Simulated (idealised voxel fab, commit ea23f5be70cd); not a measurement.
The document below concerns the process module designated voxel gate over fins.
This is section cut - it's 265 nm across, gridded in 5 nm square cells.
Cross-section layout: square cells on a grid; listed as bands, top to bottom; a band spans one or more cell rows. Top, bottom (nm), then materials left to right with widths (nm); lone material tagged "edge to edge" fills the whole band edge to edge; "empty" = empty space. We count height from 0. Below that, the starting wafer is all one material. The lowest band never ends at the bottom but goes on down; see "top 0, no bottom" for how that is written. Top row gets the first number, bottom row gets the second, and each row in between changes by the same step: that is how a band width like "30..40" works. "no alteration" for a step: no cell of the cross-section changed in that step. In the "Closed cavity list" entry, you get each enclosed empty space of 8 cells or more, one with no open way to the top, written width x height at distance, distance from the left edge, in nm. Where a step's line continues beyond its settings, the continuation is a remark by the simulator itself on that step. overlay nm: step with mask; distance mask lay right of planned place; negative value = left of planned place.

-- These are the steps we planned for the process
1: RECEIVE with material Si
2: CONFORMAL_DEP with material SiN, thk nm 5
3: DIRECTIONAL_DEP with material aC, thk nm 10
4: PATTERN with tone cover, mask id FINS, material resist, width nm 15, pitch nm 40, thk nm 30, overlay nm 0
5: DIRECTIONAL_ETCH with etch materials aC, depth nm 10
6: STRIP with etch materials resist
7: DIRECTIONAL_ETCH with etch materials SiN, depth nm 5
8: DIRECTIONAL_ETCH with etch materials Si, depth nm 30
9: STRIP with etch materials aC
10: OXIDIZE with depth nm 5
11: FILL_DEP with material SiO2, thk nm 15
12: CMP with height nm 5
13: SELECTIVE_ETCH with etch materials SiO2, depth nm 20
14: STRIP with etch materials SiN
15: CONFORMAL_DEP with material HfO2, thk nm 5
16: CONFORMAL_DEP with material TiN, thk nm 5
17: FILL_DEP with material W, thk nm 15
18: CMP with height nm 20
19: CONFORMAL_DEP with material SiN, thk nm 10

-- This is the cross-section of the wafer as we received it, i.e. after step 1
* top 0, no bottom | Si edge to edge
* Closed cavity list: none

-- First of two wafers, end-of-module section, run followed plan
* top 30, bottom 20 | SiN edge to edge
* top 20, bottom 10 | W edge to edge
* top 10, bottom 5 | 100 of W, then 25 of TiN, then 15 of W, then 25 of TiN, then 100 of W
* top 5, bottom 0 | 100 of W, then 5 of TiN, then 15 of HfO2, then 5 of TiN, then 15 of W, then 5 of TiN, then 15 of HfO2, then 5 of TiN, then 100 of W
* top 0, bottom -5 | 100 of W, then 5 of TiN, then 5 of HfO2, then 5 of Si, then 5 of HfO2, then 5 of TiN, then 15 of W, then 5 of TiN, then 5 of HfO2, then 5 of Si, then 5 of HfO2, then 5 of TiN, then 100 of W
* top -5, bottom -10 | 105 of TiN, then 5 of HfO2, then 5 of Si, then 5 of HfO2, then 25 of TiN, then 5 of HfO2, then 5 of Si, then 5 of HfO2, then 105 of TiN
* top -10, bottom -15 | 110 of HfO2, then 5 of Si, then 35 of HfO2, then 5 of Si, then 110 of HfO2
* top -15, bottom -35 | 110 of SiO2, then 5 of Si, then 35 of SiO2, then 5 of Si, then 110 of SiO2
* top -35, no bottom | Si edge to edge
* Closed cavity list: none

-- What the second wafer looks like in cross-section once the module is done. Its start and its plan matched the first wafer's exactly; what differed was one mistake in how it was run
* top 30, bottom 20 | SiN edge to edge
* top 20, bottom 10 | W edge to edge
* top 10, bottom 5 | 95 of W, then 35 of TiN, then 5 of W, then 35 of TiN, then 95 of W
* top 5, bottom 0 | 95 of W, then 5 of TiN, then 25 of HfO2, then 5 of TiN, then 5 of W, then 5 of TiN, then 25 of HfO2, then 5 of TiN, then 95 of W
* top 0, bottom -20 | 95 of W, then 5 of TiN, then 5 of HfO2, then 5 of SiO2, then 5 of Si, then 5 of SiO2, then 5 of HfO2, then 5 of TiN, then 5 of W, then 5 of TiN, then 5 of HfO2, then 5 of SiO2, then 5 of Si, then 5 of SiO2, then 5 of HfO2, then 5 of TiN, then 95 of W
* top -20, bottom -25 | 100 of TiN, then 5 of HfO2, then 5 of SiO2, then 5 of Si, then 5 of SiO2, then 5 of HfO2, then 15 of TiN, then 5 of HfO2, then 5 of SiO2, then 5 of Si, then 5 of SiO2, then 5 of HfO2, then 100 of TiN
* top -25, bottom -30 | 105 of HfO2, then 5 of SiO2, then 5 of Si, then 5 of SiO2, then 25 of HfO2, then 5 of SiO2, then 5 of Si, then 5 of SiO2, then 105 of HfO2
* top -30, bottom -35 | 110 of SiO2, then 5 of Si, then 35 of SiO2, then 5 of Si, then 110 of SiO2
* top -35, no bottom | Si edge to edge
* Closed cavity list: none
Error vs. plan: step 11 ran as: FILL_DEP with material SiN, thk nm 15
The second wafer ends with more or fewer cells of some materials than the first, per final count: 12 more of HfO2 | 129 fewer of SiO2 | 12 more of TiN | 105 more of W
